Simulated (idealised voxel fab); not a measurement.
The document below concerns the process module designated voxel self aligned contacts.
210 nm wide, 5 nm square cells: that's cross-section cut.
A cross-section in this document is a grid of square cells, and it is written down as bands, the top band listed before the ones below it; a band is made up of one or more rows of cells.
It is stipulated that each band's entry specify, in nanometres, the height of the top of the band and then that of its bottom, followed by the materials of the band in left-to-right sequence, each together with its width in nanometres. A single material marked by the word "all across" is understood to fill the band from edge to edge; the word "air" is understood to denote empty space.
Measure heights from 0. That's the level where, below it, the as-received wafer is all one material. The lowest band is bottomless and extends downward; write it as in "from 0 down".
Width: "30->40" (first number = top row, second number = bottom row, same change from row to row of cells).
Step note "everything unchanged" = no cross-section cell changed.
In "Closed empty spaces" the enclosed voids are listed, meaning empty spaces of 8 cells or larger without any opening to the top. The form is width x height at distance, distance from the left edge, units nm.
Past the settings on a step's line: simulator remark, on that step.
"overlay nm" denotes, for a step that has a mask, the displacement of the mask to the right of its planned place, with negative values corresponding to the left.
Here's what the planned process steps look like:
step 1: RECEIVE [material Si]
step 2: CONFORMAL_DEP [material SiO2] [thk nm 5]
step 3: DIRECTIONAL_DEP [material polySi] [thk nm 20]
step 4: DIRECTIONAL_DEP [material SiN] [thk nm 15]
step 5: DIRECTIONAL_DEP [material aC] [thk nm 10]
step 6: PATTERN [tone cover] [mask id GATE] [material resist] [width nm 35] [pitch nm 60] [thk nm 25] [overlay nm 0]
step 7: DIRECTIONAL_ETCH [etch materials aC] [depth nm 10]
step 8: STRIP [etch materials resist]
step 9: DIRECTIONAL_ETCH [etch materials SiN] [depth nm 15]
step 10: DIRECTIONAL_ETCH [etch materials polySi] [depth nm 20]
step 11: STRIP [etch materials aC]
step 12: CONFORMAL_DEP [material SiN] [thk nm 5]
step 13: DIRECTIONAL_ETCH [etch materials SiN] [depth nm 5]
step 14: FILL_DEP [material SiO2] [thk nm 10]
step 15: CMP [height nm 45]
step 16: PATTERN [tone open] [mask id CONTACT] [material resist] [width nm 35] [thk nm 15] [overlay nm 0]
step 17: DIRECTIONAL_ETCH [etch materials SiO2] [depth nm 45]
step 18: STRIP [etch materials resist]
step 19: CONFORMAL_DEP [material TiN] [thk nm 5]
step 20: FILL_DEP [material W] [thk nm 10]
step 21: CMP [height nm 45]
step 22: CONFORMAL_DEP [material SiCN] [thk nm 5]
Wafer as received: cross-section following step 1:
* from 0 down: Si all across
* Closed empty spaces: none
The plan above was carried out on the starting structure above with one mistake, and this cross-section shows the wafer at the end of the module:
* from 65 to 60: SiCN all across
* from 60 to 50: W all across
* from 50 to 45: TiN (90)  W (25)  TiN (95)
* from 45 to 40: SiO2 (85)  TiN (15)  W (5)  TiN (15)  SiO2 (90)
* from 40 to 25: SiO2 (50)  SiN (45)  TiN (5)  W (5)  TiN (5)  SiN (45)  SiO2 (55)
* from 25 to 5: SiO2 (50)  SiN (5)  polySi (35)  SiN (5)  TiN (5)  W (5)  TiN (5)  SiN (5)  polySi (35)  SiN (5)  SiO2 (55)
* from 5 to 0: SiO2 (95)  TiN (15)  SiO2 (100)
* from 0 down: Si all across
* Closed empty spaces: none
Error vs. plan: the plan's step 21 was left out and never carried out
